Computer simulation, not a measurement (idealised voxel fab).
voxel self aligned vias: a process module
We display cut, a cross-section 185 nm in width whose square cells are each 5 nm.
Bands, listed from the top down, are how a cross-section gets written in this document; the cross-section itself is a grid of square cells, and a band is one or more rows of them.
For a band, the entry starts with two heights in nm, that of the top and then that of the bottom, and carries on with the band's materials in order from left to right, each alongside its width in nm; the word "throughout" beside a single material means it fills the band edge to edge, and "empty" means empty space.
We count height from 0. Below that, the starting wafer is all one material. The lowest band never ends at the bottom but goes on down; see "0 nm and below" for how that is written.
The expression "30->40" gives the width at the extremes of the band, the first number at its top row of cells and the second at its bottom row, with the width changing by equal amounts from each row to the next in between.
"remains unaltered" (step): cross-section cells unchanged, all of them.
This entry, "Enclosed void catalog", enumerates those empty regions of no fewer than 8 cells that possess no open connection to the top. Each region is reported in the form width x height at distance, the distance being taken from the left edge, with all three quantities expressed in nm.
Read whatever lies past the settings on a step's line as the simulator's own remark about the step.
The setting "overlay nm" may be written on the line of a step. When the step uses a mask, the value reports how far to the right of the planned place the mask lay, and a negative value reports that it lay to the left.
[The steps planned for the process are as follows]
step 1: RECEIVE, material Si
step 2: CONFORMAL_DEP, material SiO2, thk nm 10
step 3: CONFORMAL_DEP, material SiCN, thk nm 5
step 4: DIRECTIONAL_DEP, material SiO2, thk nm 25
step 5: MASKED_ETCH, tone open, mask id LINES, width nm 25, pitch nm 70, etch materials SiO2, depth nm 25, overlay nm 0
step 6: CONFORMAL_DEP, material TiN, thk nm 5
step 7: FILL_DEP, material Ru, thk nm 10
step 8: CMP, height nm 40
step 9: SELECTIVE_ETCH, etch materials W Ru TiN, depth nm 5
step 10: FILL_DEP, material SiN, thk nm 10
step 11: CMP, height nm 40
step 12: DIRECTIONAL_DEP, material SiO2, thk nm 20
step 13: DIRECTIONAL_DEP, material aC, thk nm 10
step 14: PATTERN, tone open, mask id VIAS, material resist, width nm 45, thk nm 30, overlay nm 0
step 15: DIRECTIONAL_ETCH, etch materials aC, depth nm 10
step 16: STRIP, etch materials resist
step 17: DIRECTIONAL_ETCH, etch materials SiO2, depth nm 20
step 18: DIRECTIONAL_ETCH, etch materials SiN, depth nm 5
step 19: STRIP, etch materials aC
step 20: CONFORMAL_DEP, material TiN, thk nm 5
step 21: FILL_DEP, material Ru, thk nm 10
step 22: CMP, height nm 60
step 23: CONFORMAL_DEP, material SiCN, thk nm 5
[Cross-section of the wafer at receipt, which is the condition after step 1]
- 0 nm and below: Si throughout
- Enclosed void catalog: none
[Post-module cross-section of the first of two wafers (run per plan)]
- 65 nm to 60 nm: SiCN throughout
- 60 nm to 45 nm: SiO2: 35, then TiN: 5, then Ru: 35, then TiN: 5, then SiO2: 105
- 45 nm to 40 nm: SiO2: 35, then TiN: 15, then Ru: 15, then TiN: 15, then SiO2: 105
- 40 nm to 35 nm: SiO2: 45, then TiN: 25, then SiO2: 45, then SiN: 25, then SiO2: 45
- 35 nm to 20 nm: SiO2: 45, then TiN: 5, then Ru: 15, then TiN: 5, then SiO2: 45, then TiN: 5, then Ru: 15, then TiN: 5, then SiO2: 45
- 20 nm to 15 nm: SiO2: 45, then TiN: 25, then SiO2: 45, then TiN: 25, then SiO2: 45
- 15 nm to 10 nm: SiCN throughout
- 10 nm to 0 nm: SiO2 throughout
- 0 nm and below: Si throughout
- Enclosed void catalog: none
[End of module, second wafer, cross-section. Started like the first, planned like the first, run with one mistake]
- 65 nm to 60 nm: SiCN throughout
- 60 nm to 40 nm: SiO2: 35, then TiN: 5, then Ru: 35, then TiN: 5, then SiO2: 105
- 40 nm to 35 nm: SiO2: 35, then TiN: 45, then SiO2: 35, then SiN: 25, then SiO2: 45
- 35 nm to 20 nm: SiO2: 35, then TiN: 15, then Ru: 15, then TiN: 15, then SiO2: 35, then TiN: 5, then Ru: 15, then TiN: 5, then SiO2: 45
- 20 nm to 15 nm: SiO2: 45, then TiN: 25, then SiO2: 45, then TiN: 25, then SiO2: 45
- 15 nm to 10 nm: SiCN throughout
- 10 nm to 0 nm: SiO2 throughout
- 0 nm and below: Si throughout
- Enclosed void catalog: none
Diagnosis: plan step 17 was conducted twice
FYI, end of process, the second wafer has more or fewer cells of some materials than the first: +4 Ru; -16 SiO2; +12 TiN
